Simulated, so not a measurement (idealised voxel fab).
process module | voxel self aligned vias
cross-section cut | 200 nm wide | cells 5 nm
A cross-section is a grid of square cells, given in bands from the top down. A band is one or more rows of cells.
Each band's line starts with the height of the band's top and of its bottom, in nm. Then come its materials from left to right, each with its width in nm. One material with "throughout" fills the band from edge to edge. "air" is empty space.
Height 0 is the level under which the wafer as received is all one material. The lowest band goes on downwards, as in "0 down".
A width such as "30 to 40" changes by the same amount from each row of cells to the next, from the band's top row to its bottom row.
"no change" after a step means that no cell of the cross-section changed.
closed voids: empty space of 8 cells or more with no open way to the top, each as width x height at its distance from the left edge, in nm
after a step's settings: what the simulator itself notes on the step
overlay nm, on a step with a mask: how far to the right of its planned place the mask lay; to the left if negative
plan
1 op RECEIVE | material Si
2 op CONFORMAL_DEP | material SiO2 | thk nm 15
3 op CONFORMAL_DEP | material SiCN | thk nm 5
4 op DIRECTIONAL_DEP | material SiO2 | thk nm 20
5 op DIRECTIONAL_DEP | material aC | thk nm 10
6 op PATTERN | tone open | mask id LINES | material resist | width nm 20 | pitch nm 70 | thk nm 25 | overlay nm 0
7 op DIRECTIONAL_ETCH | etch materials aC | depth nm 10
8 op STRIP | etch materials resist
9 op DIRECTIONAL_ETCH | etch materials SiO2 | depth nm 20
10 op STRIP | etch materials aC
11 op CONFORMAL_DEP | material TiN | thk nm 5
12 op FILL_DEP | material Ru | thk nm 10
13 op CMP | height nm 40
14 op SELECTIVE_ETCH | etch materials W Ru TiN | depth nm 5
15 op FILL_DEP | material SiN | thk nm 10
16 op CMP | height nm 40
17 op DIRECTIONAL_DEP | material SiO2 | thk nm 15
18 op MASKED_ETCH | tone open | mask id VIAS | width nm 40 | etch materials SiO2 | depth nm 15 | overlay nm 0
19 op MASKED_ETCH | tone open | mask id VIAS | width nm 40 | etch materials SiN | depth nm 5 | overlay nm 0
20 op CONFORMAL_DEP | material TiN | thk nm 5
21 op FILL_DEP | material Cu | thk nm 10
22 op CMP | height nm 55
23 op CONFORMAL_DEP | material SiCN | thk nm 5
varied across the wafers: depth nm of step 14. The plan shows the first wafer's value. All wafers start alike
first wafer as received, after step 1
  0 down: Si throughout
  closed voids: none
first wafer at the end, after step 23
  60 to 55: SiCN throughout
  55 to 45: SiO2 45 | TiN 5 | Cu 30 | TiN 5 | SiO2 115
  45 to 40: SiO2 45 | TiN 15 | Cu 10 | TiN 15 | SiO2 115
  40 to 35: SiO2 55 | TiN 20 | SiO2 50 | SiN 20 | SiO2 55
  35 to 25: SiO2 55 | TiN 5 | Ru 10 | TiN 5 | SiO2 50 | TiN 5 | Ru 10 | TiN 5 | SiO2 55
  25 to 20: SiO2 55 | TiN 20 | SiO2 50 | TiN 20 | SiO2 55
  20 to 15: SiCN throughout
  15 to 0: SiO2 throughout
  0 down: Si throughout
  closed voids: none
last wafer at the end
  60 to 55: SiCN throughout
  55 to 45: SiO2 45 | TiN 5 | Cu 30 | TiN 5 | SiO2 115
  45 to 40: SiO2 45 | TiN 15 | Cu 10 | TiN 15 | SiO2 115
  40 to 35: SiO2 55 | TiN 20 | SiO2 50 | SiN 20 | SiO2 55
  35 to 20: SiO2 55 | SiN 20 | SiO2 50 | SiN 20 | SiO2 55
  20 to 15: SiCN throughout
  15 to 0: SiO2 throughout
  0 down: Si throughout
  closed voids: none
each wafer at the end: cells of each material gained (+) or lost (-) since it was received, then its closed voids
depth nm 5 | +14 Cu | +8 Ru | +80 SiCN | +4 SiN | +344 SiO2 | +30 TiN | closed voids: none
depth nm 10 | +14 Cu | +4 Ru | +80 SiCN | +12 SiN | +344 SiO2 | +26 TiN | closed voids: none
depth nm 15 | +14 Cu | +80 SiCN | +20 SiN | +344 SiO2 | +22 TiN | closed voids: none
depth nm 20 | +14 Cu | +80 SiCN | +28 SiN | +344 SiO2 | +14 TiN | closed voids: none
